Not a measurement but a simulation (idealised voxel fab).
Process module name: voxel capacitor over wiring
It is cross-section cut that appears here, measuring 285 nm in width, its square cells being 5 nm in size.
In this document a cross-section is written as a grid of square cells. It is given as a series of bands, listed from the top down, and a band is one or more rows of cells. Quick guide to a band line: top height, bottom height (nm) up front; then every material left to right with its width in nm. Only one material and it's marked "edge to edge"? Then it fills the band edge to edge. And "air" just means empty space. Height is counted from the level 0, under which the received wafer is composed throughout of one material. The lowest of the bands is not closed at the bottom but continues downward, in the notation "0 and below". A width given as "30 to 40" starts at the first number in the band's top row and ends at the second number in its bottom row, shifting by an equal amount at every step from row to row. Where a step carries "stayed the same", the cross-section came out of it unchanged, cell for cell. Entry "Fully closed voids" = empty spaces >= 8 cells with no open way to the top; each as width x height at distance, distance from left edge, all nm. after a step's settings: what the simulator itself notes on the step. Steps that use a mask can have "overlay nm" on their line. It says how far the mask sat to the right of where it was meant to be. Negative means to the left.

Below is the list of planned process steps:
1. RECEIVE | material Si
2. CONFORMAL_DEP | material SiO2 | thk nm 10
3. DIRECTIONAL_DEP | material TiN | thk nm 5
4. DIRECTIONAL_DEP | material Ru | thk nm 15
5. PATTERN | tone cover | mask id METAL_1 | material resist | width nm 30 | pitch nm 80 | thk nm 20 | overlay nm 0
6. DIRECTIONAL_ETCH | etch materials Ru | depth nm 15
7. DIRECTIONAL_ETCH | etch materials TiN | depth nm 5
8. STRIP | etch materials resist
9. CONFORMAL_DEP | material SiN | thk nm 5
10. FILL_DEP | material lowk | thk nm 5
11. CMP | height nm 30
12. CONFORMAL_DEP | material SiCN | thk nm 5
13. DIRECTIONAL_DEP | material SiO2 | thk nm 10
14. MASKED_ETCH | tone open | mask id PLUG_1 | width nm 15 | etch materials SiO2 | depth nm 10 | overlay nm 0
15. MASKED_ETCH | tone open | mask id PLUG_1 | width nm 15 | etch materials SiCN | depth nm 5 | overlay nm 0
16. EPI | material Ru | thk nm 10
17. EPI | material Ru | thk nm 5
18. DIRECTIONAL_DEP | material TiN | thk nm 10
19. DIRECTIONAL_DEP | material Al2O3 | thk nm 5
20. DIRECTIONAL_DEP | material TiN | thk nm 10
21. PATTERN | tone cover | mask id UPPER_PLATE | material resist | width nm 55 | thk nm 20 | overlay nm 0
22. DIRECTIONAL_ETCH | etch materials TiN | depth nm 10
23. DIRECTIONAL_ETCH | etch materials Al2O3 | depth nm 5
24. STRIP | etch materials resist
25. MASKED_ETCH | tone cover | mask id LOWER_PLATE | width nm 65 | etch materials TiN | depth nm 10 | overlay nm 0
26. FILL_DEP | material SiO2 | thk nm 15
27. CMP | height nm 80
28. DIRECTIONAL_DEP | material aC | thk nm 10
29. PATTERN | tone open | mask id PLUG_2 | material resist | width nm 15 | thk nm 30 | overlay nm 0
30. DIRECTIONAL_ETCH | etch materials aC | depth nm 10
31. STRIP | etch materials resist
32. DIRECTIONAL_ETCH | etch materials SiO2 | depth nm 10
33. STRIP | etch materials aC
34. CONFORMAL_DEP | material TiN | thk nm 5
35. FILL_DEP | material Ru | thk nm 5
36. CMP | height nm 80
37. CONFORMAL_DEP | material SiCN | thk nm 5

The first of two wafers, run as planned:

Cross-section of the incoming wafer, state after step 1:
- 0 and below  Si edge to edge
- Fully closed voids: none

Cross-section of the wafer subsequent to step 2:
- 10 down to 0  SiO2 edge to edge
- Lower than 0, everything is as it was.

Cross-section of the wafer subsequent to step 3:
- 15 down to 10  TiN edge to edge
- Lower than 10, everything is as it was.

Cross-section of the wafer subsequent to step 4:
- 30 down to 15  Ru edge to edge
- Lower than 15, everything is as it was.

Cross-section of the wafer subsequent to step 5:
- 50 down to 30  85 nm air | 30 nm resist | 50 nm air | 30 nm resist | 90 nm air
- Lower than 30, everything is as it was.

Cross-section of the wafer subsequent to step 6:
- 50 down to 30  85 nm air | 30 nm resist | 50 nm air | 30 nm resist | 90 nm air
- 30 down to 15  85 nm air | 30 nm Ru | 50 nm air | 30 nm Ru | 90 nm air
- Lower than 15, everything is as it was.

Cross-section of the wafer subsequent to step 7:
- 50 down to 30  85 nm air | 30 nm resist | 50 nm air | 30 nm resist | 90 nm air
- 30 down to 15  85 nm air | 30 nm Ru | 50 nm air | 30 nm Ru | 90 nm air
- 15 down to 10  85 nm air | 30 nm TiN | 50 nm air | 30 nm TiN | 90 nm air
- Lower than 10, everything is as it was.

Cross-section of the wafer subsequent to step 8:
- 30 down to 15  85 nm air | 30 nm Ru | 50 nm air | 30 nm Ru | 90 nm air
- Lower than 15, everything is as it was.

Cross-section of the wafer subsequent to step 9:
- 35 down to 30  80 nm air | 40 nm SiN | 40 nm air | 40 nm SiN | 85 nm air
- 30 down to 15  80 nm air | 5 nm SiN | 30 nm Ru | 5 nm SiN | 40 nm air | 5 nm SiN | 30 nm Ru | 5 nm SiN | 85 nm air
- 15 down to 10  85 nm SiN | 30 nm TiN | 50 nm SiN | 30 nm TiN | 90 nm SiN
- Lower than 10, everything is as it was.

Cross-section of the wafer subsequent to step 10:
- 40 down to 35  lowk edge to edge
- 35 down to 30  80 nm lowk | 40 nm SiN | 40 nm lowk | 40 nm SiN | 85 nm lowk
- 30 down to 15  80 nm lowk | 5 nm SiN | 30 nm Ru | 5 nm SiN | 40 nm lowk | 5 nm SiN | 30 nm Ru | 5 nm SiN | 85 nm lowk
- Lower than 15, everything is as it was.

Cross-section of the wafer subsequent to step 11:
- 30 down to 15  80 nm lowk | 5 nm SiN | 30 nm Ru | 5 nm SiN | 40 nm lowk | 5 nm SiN | 30 nm Ru | 5 nm SiN | 85 nm lowk
- Lower than 15, everything is as it was.

Cross-section of the wafer subsequent to step 12:
- 35 down to 30  SiCN edge to edge
- Lower than 30, everything is as it was.

Cross-section of the wafer subsequent to step 13:
- 45 down to 35  SiO2 edge to edge
- Lower than 35, everything is as it was.

Cross-section of the wafer subsequent to step 14:
- 45 down to 35  100 nm SiO2 | 15 nm air | 170 nm SiO2
- Lower than 35, everything is as it was.

Cross-section of the wafer subsequent to step 15:
- 45 down to 35  100 nm SiO2 | 15 nm air | 170 nm SiO2
- 35 down to 30  100 nm SiCN | 15 nm air | 170 nm SiCN
- Lower than 30, everything is as it was.

Cross-section of the wafer subsequent to step 16:
- 45 down to 40  100 nm SiO2 | 15 nm air | 170 nm SiO2
- 40 down to 35  100 nm SiO2 | 15 nm Ru | 170 nm SiO2
- 35 down to 30  100 nm SiCN | 15 nm Ru | 170 nm SiCN
- Lower than 30, everything is as it was.

Cross-section of the wafer subsequent to step 17:
- 45 down to 35  100 nm SiO2 | 15 nm Ru | 170 nm SiO2
- Lower than 35, everything is as it was.

Cross-section of the wafer subsequent to step 18:
- 55 down to 45  TiN edge to edge
- Lower than 45, everything is as it was.

Cross-section of the wafer subsequent to step 19:
- 60 down to 55  Al2O3 edge to edge
- Lower than 55, everything is as it was.

Cross-section of the wafer subsequent to step 20:
- 70 down to 60  TiN edge to edge
- Lower than 60, everything is as it was.

Cross-section of the wafer subsequent to step 21:
- 90 down to 70  100 nm air | 55 nm resist | 130 nm air
- Lower than 70, everything is as it was.

Cross-section of the wafer subsequent to step 22:
- 90 down to 70  100 nm air | 55 nm resist | 130 nm air
- 70 down to 60  100 nm air | 55 nm TiN | 130 nm air
- Lower than 60, everything is as it was.

Cross-section of the wafer subsequent to step 23:
- 90 down to 70  100 nm air | 55 nm resist | 130 nm air
- 70 down to 60  100 nm air | 55 nm TiN | 130 nm air
- 60 down to 55  100 nm air | 55 nm Al2O3 | 130 nm air
- Lower than 55, everything is as it was.

Cross-section of the wafer subsequent to step 24:
- 70 down to 60  100 nm air | 55 nm TiN | 130 nm air
- Lower than 60, everything is as it was.

Cross-section of the wafer subsequent to step 25:
- 70 down to 60  100 nm air | 55 nm TiN | 130 nm air
- 60 down to 55  100 nm air | 55 nm Al2O3 | 130 nm air
- 55 down to 45  95 nm air | 65 nm TiN | 125 nm air
- Lower than 45, everything is as it was.

Cross-section of the wafer subsequent to step 26:
- 85 down to 70  SiO2 edge to edge
- 70 down to 60  100 nm SiO2 | 55 nm TiN | 130 nm SiO2
- 60 down to 55  100 nm SiO2 | 55 nm Al2O3 | 130 nm SiO2
- 55 down to 45  95 nm SiO2 | 65 nm TiN | 125 nm SiO2
- Lower than 45, everything is as it was.

Cross-section of the wafer subsequent to step 27:
- 80 down to 70  SiO2 edge to edge
- Lower than 70, everything is as it was.

Cross-section of the wafer subsequent to step 28:
- 90 down to 80  aC edge to edge
- Lower than 80, everything is as it was.

Cross-section of the wafer subsequent to step 29:
- 120 down to 90  110 nm resist | 15 nm air | 160 nm resist
- Lower than 90, everything is as it was.

Cross-section of the wafer subsequent to step 30:
- 110 down to 90  110 nm resist | 15 nm air | 160 nm resist
- 90 down to 80  110 nm aC | 15 nm air | 160 nm aC
- Lower than 80, everything is as it was.

Cross-section of the wafer subsequent to step 31:
- 90 down to 80  110 nm aC | 15 nm air | 160 nm aC
- Lower than 80, everything is as it was.

Cross-section of the wafer subsequent to step 32:
- 90 down to 80  110 nm aC | 15 nm air | 160 nm aC
- 80 down to 70  110 nm SiO2 | 15 nm air | 160 nm SiO2
- Lower than 70, everything is as it was.

Cross-section of the wafer subsequent to step 33:
- 80 down to 70  110 nm SiO2 | 15 nm air | 160 nm SiO2
- Lower than 70, everything is as it was.

Cross-section of the wafer subsequent to step 34:
- 85 down to 80  115 nm TiN | 5 nm air | 165 nm TiN
- 80 down to 75  110 nm SiO2 | 5 nm TiN | 5 nm air | 5 nm TiN | 160 nm SiO2
- 75 down to 70  110 nm SiO2 | 15 nm TiN | 160 nm SiO2
- Lower than 70, everything is as it was.

Cross-section of the wafer subsequent to step 35:
- 90 down to 85  Ru edge to edge
- 85 down to 80  115 nm TiN | 5 nm Ru | 165 nm TiN
- 80 down to 75  110 nm SiO2 | 5 nm TiN | 5 nm Ru | 5 nm TiN | 160 nm SiO2
- Lower than 75, everything is as it was.

Cross-section of the wafer subsequent to step 36:
- 80 down to 75  110 nm SiO2 | 5 nm TiN | 5 nm Ru | 5 nm TiN | 160 nm SiO2
- Lower than 75, everything is as it was.

Cross-section of the wafer subsequent to step 37:
- 85 down to 80  SiCN edge to edge
- Lower than 80, everything is as it was.

Second wafer, same starting state and plan as the first, one mistake in the run, identical through step 1:

Planned end of step 2: second wafer, cross-section:
- 5 down to 0  TiN edge to edge
- Lower than 0, everything is as it was.

Planned end of step 3: second wafer, cross-section:
- 15 down to 5  SiO2 edge to edge
- Lower than 5, everything is as it was.

Planned end of step 4: second wafer, cross-section:
- 30 down to 15  Ru edge to edge
- Lower than 15, everything is as it was.

Planned end of step 5: second wafer, cross-section:
- 50 down to 30  85 nm air | 30 nm resist | 50 nm air | 30 nm resist | 90 nm air
- Lower than 30, everything is as it was.

Planned end of step 6: second wafer, cross-section:
- 50 down to 30  85 nm air | 30 nm resist | 50 nm air | 30 nm resist | 90 nm air
- 30 down to 15  85 nm air | 30 nm Ru | 50 nm air | 30 nm Ru | 90 nm air
- Lower than 15, everything is as it was.

Planned end of step 7: second wafer, cross-section: stayed the same

Planned end of step 8: second wafer, cross-section:
- 30 down to 15  85 nm air | 30 nm Ru | 50 nm air | 30 nm Ru | 90 nm air
- Lower than 15, everything is as it was.

Planned end of step 9: second wafer, cross-section:
- 35 down to 30  80 nm air | 40 nm SiN | 40 nm air | 40 nm SiN | 85 nm air
- 30 down to 20  80 nm air | 5 nm SiN | 30 nm Ru | 5 nm SiN | 40 nm air | 5 nm SiN | 30 nm Ru | 5 nm SiN | 85 nm air
- 20 down to 15  85 nm SiN | 30 nm Ru | 50 nm SiN | 30 nm Ru | 90 nm SiN
- Lower than 15, everything is as it was.

Planned end of step 10: second wafer, cross-section:
- 40 down to 35  lowk edge to edge
- 35 down to 30  80 nm lowk | 40 nm SiN | 40 nm lowk | 40 nm SiN | 85 nm lowk
- 30 down to 20  80 nm lowk | 5 nm SiN | 30 nm Ru | 5 nm SiN | 40 nm lowk | 5 nm SiN | 30 nm Ru | 5 nm SiN | 85 nm lowk
- Lower than 20, everything is as it was.

Planned end of step 11: second wafer, cross-section:
- 30 down to 20  80 nm lowk | 5 nm SiN | 30 nm Ru | 5 nm SiN | 40 nm lowk | 5 nm SiN | 30 nm Ru | 5 nm SiN | 85 nm lowk
- Lower than 20, everything is as it was.

Planned end of step 12: second wafer, cross-section:
- 35 down to 30  SiCN edge to edge
- Lower than 30, everything is as it was.

Planned end of step 13: second wafer, cross-section:
- 45 down to 35  SiO2 edge to edge
- Lower than 35, everything is as it was.

Planned end of step 14: second wafer, cross-section:
- 45 down to 35  100 nm SiO2 | 15 nm air | 170 nm SiO2
- Lower than 35, everything is as it was.

Planned end of step 15: second wafer, cross-section:
- 45 down to 35  100 nm SiO2 | 15 nm air | 170 nm SiO2
- 35 down to 30  100 nm SiCN | 15 nm air | 170 nm SiCN
- Lower than 30, everything is as it was.

Planned end of step 16: second wafer, cross-section:
- 45 down to 40  100 nm SiO2 | 15 nm air | 170 nm SiO2
- 40 down to 35  100 nm SiO2 | 15 nm Ru | 170 nm SiO2
- 35 down to 30  100 nm SiCN | 15 nm Ru | 170 nm SiCN
- Lower than 30, everything is as it was.

Planned end of step 17: second wafer, cross-section:
- 45 down to 35  100 nm SiO2 | 15 nm Ru | 170 nm SiO2
- Lower than 35, everything is as it was.

Planned end of step 18: second wafer, cross-section:
- 55 down to 45  TiN edge to edge
- Lower than 45, everything is as it was.

Planned end of step 19: second wafer, cross-section:
- 60 down to 55  Al2O3 edge to edge
- Lower than 55, everything is as it was.

Planned end of step 20: second wafer, cross-section:
- 70 down to 60  TiN edge to edge
- Lower than 60, everything is as it was.

Planned end of step 21: second wafer, cross-section:
- 90 down to 70  100 nm air | 55 nm resist | 130 nm air
- Lower than 70, everything is as it was.

Planned end of step 22: second wafer, cross-section:
- 90 down to 70  100 nm air | 55 nm resist | 130 nm air
- 70 down to 60  100 nm air | 55 nm TiN | 130 nm air
- Lower than 60, everything is as it was.

Planned end of step 23: second wafer, cross-section:
- 90 down to 70  100 nm air | 55 nm resist | 130 nm air
- 70 down to 60  100 nm air | 55 nm TiN | 130 nm air
- 60 down to 55  100 nm air | 55 nm Al2O3 | 130 nm air
- Lower than 55, everything is as it was.

Planned end of step 24: second wafer, cross-section:
- 70 down to 60  100 nm air | 55 nm TiN | 130 nm air
- Lower than 60, everything is as it was.

Planned end of step 25: second wafer, cross-section:
- 70 down to 60  100 nm air | 55 nm TiN | 130 nm air
- 60 down to 55  100 nm air | 55 nm Al2O3 | 130 nm air
- 55 down to 45  95 nm air | 65 nm TiN | 125 nm air
- Lower than 45, everything is as it was.

Planned end of step 26: second wafer, cross-section:
- 85 down to 70  SiO2 edge to edge
- 70 down to 60  100 nm SiO2 | 55 nm TiN | 130 nm SiO2
- 60 down to 55  100 nm SiO2 | 55 nm Al2O3 | 130 nm SiO2
- 55 down to 45  95 nm SiO2 | 65 nm TiN | 125 nm SiO2
- Lower than 45, everything is as it was.

Planned end of step 27: second wafer, cross-section:
- 80 down to 70  SiO2 edge to edge
- Lower than 70, everything is as it was.

Planned end of step 28: second wafer, cross-section:
- 90 down to 80  aC edge to edge
- Lower than 80, everything is as it was.

Planned end of step 29: second wafer, cross-section:
- 120 down to 90  110 nm resist | 15 nm air | 160 nm resist
- Lower than 90, everything is as it was.

Planned end of step 30: second wafer, cross-section:
- 110 down to 90  110 nm resist | 15 nm air | 160 nm resist
- 90 down to 80  110 nm aC | 15 nm air | 160 nm aC
- Lower than 80, everything is as it was.

Planned end of step 31: second wafer, cross-section:
- 90 down to 80  110 nm aC | 15 nm air | 160 nm aC
- Lower than 80, everything is as it was.

Planned end of step 32: second wafer, cross-section:
- 90 down to 80  110 nm aC | 15 nm air | 160 nm aC
- 80 down to 70  110 nm SiO2 | 15 nm air | 160 nm SiO2
- Lower than 70, everything is as it was.

Planned end of step 33: second wafer, cross-section:
- 80 down to 70  110 nm SiO2 | 15 nm air | 160 nm SiO2
- Lower than 70, everything is as it was.

Planned end of step 34: second wafer, cross-section:
- 85 down to 80  115 nm TiN | 5 nm air | 165 nm TiN
- 80 down to 75  110 nm SiO2 | 5 nm TiN | 5 nm air | 5 nm TiN | 160 nm SiO2
- 75 down to 70  110 nm SiO2 | 15 nm TiN | 160 nm SiO2
- Lower than 70, everything is as it was.

Planned end of step 35: second wafer, cross-section:
- 90 down to 85  Ru edge to edge
- 85 down to 80  115 nm TiN | 5 nm Ru | 165 nm TiN
- 80 down to 75  110 nm SiO2 | 5 nm TiN | 5 nm Ru | 5 nm TiN | 160 nm SiO2
- Lower than 75, everything is as it was.

Planned end of step 36: second wafer, cross-section:
- 80 down to 75  110 nm SiO2 | 5 nm TiN | 5 nm Ru | 5 nm TiN | 160 nm SiO2
- Lower than 75, everything is as it was.

Planned end of step 37: second wafer, cross-section:
- 85 down to 80  SiCN edge to edge
- Lower than 80, everything is as it was.
Error vs. plan: so 2 and 3 got swapped relative to the plan, each ran where the other was supposed to
The closing comparison, in cells, has the second wafer with more or fewer of some materials than the first: SiN: 4 fewer, TiN: 45 more, lowk: 41 fewer
